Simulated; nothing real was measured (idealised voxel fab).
process module | voxel transistor to metal
cross-section cut | 145 nm wide | cells 5 nm
A cross-section is a grid of square cells, given in bands from the top down. A band is one or more rows of cells.
Each band's line starts with the height of the band's top and of its bottom, in nm. Then come its materials from left to right, each with its width in nm. One material with "throughout" fills the band from edge to edge. "air" is empty space.
Height 0 is the level under which the wafer as received is all one material. The lowest band goes on downwards, as in "0 down".
A width such as "30 to 40" changes by the same amount from each row of cells to the next, from the band's top row to its bottom row.
"no change" after a step means that no cell of the cross-section changed.
closed voids: empty space of 8 cells or more with no open way to the top, each as width x height at its distance from the left edge, in nm
after a step's settings: what the simulator itself notes on the step
overlay nm, on a step with a mask: how far to the right of its planned place the mask lay; to the left if negative
plan
1 op RECEIVE | material Si
2 op CONFORMAL_DEP | material SiO2 | thk nm 5
3 op CONFORMAL_DEP | material SiN | thk nm 10
4 op MASKED_ETCH | tone cover | mask id ACTIVE | width nm 95 | etch materials SiN | depth nm 10 | overlay nm 0
5 op MASKED_ETCH | tone cover | mask id ACTIVE | width nm 95 | etch materials SiO2 | depth nm 5 | overlay nm 0
6 op MASKED_ETCH | tone cover | mask id ACTIVE | width nm 95 | etch materials Si | depth nm 35 | overlay nm 0
7 op OXIDIZE | depth nm 5
8 op FILL_DEP | material SiO2 | thk nm 15
9 op CMP | height nm 15
10 op SELECTIVE_ETCH | etch materials SiO2 | depth nm 10
11 op STRIP | etch materials SiN
12 op SELECTIVE_ETCH | etch materials SiO2 | depth nm 5
13 op OXIDIZE | depth nm 5
14 op DIRECTIONAL_DEP | material polySi | thk nm 30
15 op DIRECTIONAL_DEP | material SiCN | thk nm 10
16 op MASKED_ETCH | tone cover | mask id GATE | width nm 25 | etch materials SiCN | depth nm 20 | overlay nm 0
17 op MASKED_ETCH | tone cover | mask id GATE | width nm 25 | etch materials polySi | depth nm 40 | overlay nm 0
18 op CONFORMAL_DEP | material SiN | thk nm 5
19 op DIRECTIONAL_ETCH | etch materials SiN | depth nm 5
20 op DIRECTIONAL_ETCH | etch materials SiO2 | depth nm 5
21 op EPI | material SiGe | thk nm 5
22 op FILL_DEP | material SiO2 | thk nm 5
23 op CMP | height nm 40
24 op DIRECTIONAL_DEP | material SiO2 | thk nm 10
25 op PATTERN | tone open | mask id CONTACT | material resist | width nm 15 | pitch nm 70 | thk nm 20 | overlay nm 0
26 op DIRECTIONAL_ETCH | etch materials SiO2 | depth nm 50
27 op STRIP | etch materials resist
28 op CONFORMAL_DEP | material TiN | thk nm 5
29 op FILL_DEP | material W | thk nm 10
30 op CMP | height nm 50
31 op CONFORMAL_DEP | material SiCN | thk nm 5
32 op DIRECTIONAL_DEP | material lowk | thk nm 25
33 op DIRECTIONAL_DEP | material aC | thk nm 15
34 op PATTERN | tone open | mask id METAL_1 | material resist | width nm 15 | pitch nm 70 | thk nm 30 | overlay nm 0
35 op DIRECTIONAL_ETCH | etch materials aC | depth nm 15
36 op STRIP | etch materials resist
37 op DIRECTIONAL_ETCH | etch materials lowk | depth nm 25
38 op DIRECTIONAL_ETCH | etch materials SiCN | depth nm 5
39 op STRIP | etch materials aC
40 op CONFORMAL_DEP | material TiN | thk nm 5
41 op FILL_DEP | material Ru | thk nm 10
42 op CMP | height nm 80
43 op CONFORMAL_DEP | material SiCN | thk nm 5
44 op DIRECTIONAL_DEP | material lowk | thk nm 35
45 op PATTERN | tone open | mask id METAL_2 | material resist | width nm 15 | pitch nm 70 | thk nm 15 | overlay nm 0
46 op DIRECTIONAL_ETCH | etch materials lowk | depth nm 20
47 op STRIP | etch materials resist
48 op MASKED_ETCH | tone open | mask id METAL_2_HOLES | width nm 15 | pitch nm 70 | etch materials lowk | depth nm 15 | overlay nm 0
49 op MASKED_ETCH | tone open | mask id METAL_2_HOLES | width nm 15 | pitch nm 70 | etch materials SiCN | depth nm 5 | overlay nm 0
50 op CONFORMAL_DEP | material TiN | thk nm 5
51 op FILL_DEP | material Ru | thk nm 10
52 op CMP | height nm 120
53 op CONFORMAL_DEP | material SiN | thk nm 5
as received, after step 1
  0 down: Si throughout
  closed voids: none
first wafer at the end, as planned
  125 to 120: SiN throughout
  120 to 85: lowk 30 | TiN 5 | Ru 5 | TiN 5 | lowk 55 | TiN 5 | Ru 5 | TiN 5 | lowk 30
  85 to 80: SiCN 30 | TiN 15 | SiCN 55 | TiN 15 | SiCN 30
  80 to 55: lowk 30 | TiN 5 | Ru 5 | TiN 5 | lowk 55 | TiN 5 | Ru 5 | TiN 5 | lowk 30
  55 to 50: SiCN 30 | TiN 15 | SiCN 55 | TiN 15 | SiCN 30
  50 to 40: SiO2 30 | TiN 5 | W 5 | TiN 5 | SiO2 55 | TiN 5 | W 5 | TiN 5 | SiO2 30
  40 to 30: SiO2 30 | TiN 5 | W 5 | TiN 5 | SiO2 10 | SiN 5 | SiCN 25 | SiN 5 | SiO2 10 | TiN 5 | W 5 | TiN 5 | SiO2 30
  30 to 5: SiO2 30 | TiN 5 | W 5 | TiN 5 | SiO2 10 | SiN 5 | polySi 25 | SiN 5 | SiO2 10 | TiN 5 | W 5 | TiN 5 | SiO2 30
  5 to 0: SiO2 30 | TiN 15 | SiO2 10 | SiN 5 | polySi 25 | SiN 5 | SiO2 10 | TiN 15 | SiO2 30
  0 to -5: SiO2 25 | SiGe 30 | SiO2 35 | SiGe 30 | SiO2 25
  -5 to -40: SiO2 30 | Si 85 | SiO2 30
  -40 down: Si throughout
  closed voids: none
second wafer at the end: like start, like plan, one mistake
  125 to 120: SiN throughout
  120 to 85: lowk 30 | TiN 5 | Ru 5 | TiN 5 | lowk 55 | TiN 5 | Ru 5 | TiN 5 | lowk 30
  85 to 80: SiCN 30 | TiN 15 | SiCN 55 | TiN 15 | SiCN 30
  80 to 55: lowk 30 | TiN 5 | Ru 5 | TiN 5 | lowk 55 | TiN 5 | Ru 5 | TiN 5 | lowk 30
  55 to 50: SiCN 30 | TiN 15 | SiCN 55 | TiN 15 | SiCN 30
  50 to 40: SiO2 30 | TiN 5 | W 5 | TiN 5 | SiO2 55 | TiN 5 | W 5 | TiN 5 | SiO2 30
  40 to 30: SiO2 30 | TiN 5 | W 5 | TiN 5 | SiO2 10 | SiN 5 | SiCN 25 | SiN 5 | SiO2 10 | TiN 5 | W 5 | TiN 5 | SiO2 30
  30 to 5: SiO2 30 | TiN 5 | W 5 | TiN 5 | SiO2 10 | SiN 5 | polySi 25 | SiN 5 | SiO2 10 | TiN 5 | W 5 | TiN 5 | SiO2 30
  5 to 0: SiO2 30 | TiN 15 | SiO2 10 | SiN 5 | polySi 25 | SiN 5 | SiO2 10 | TiN 15 | SiO2 30
  0 to -5: SiO2 25 | Si 30 | SiO2 35 | Si 30 | SiO2 25
  -5 to -40: SiO2 30 | Si 85 | SiO2 30
  -40 down: Si throughout
  closed voids: none
what went wrong: step 21 ran as: op EPI | material Si | thk nm 5
at the end the second wafer has, in cells: 12 more of Si | 12 fewer of SiGe
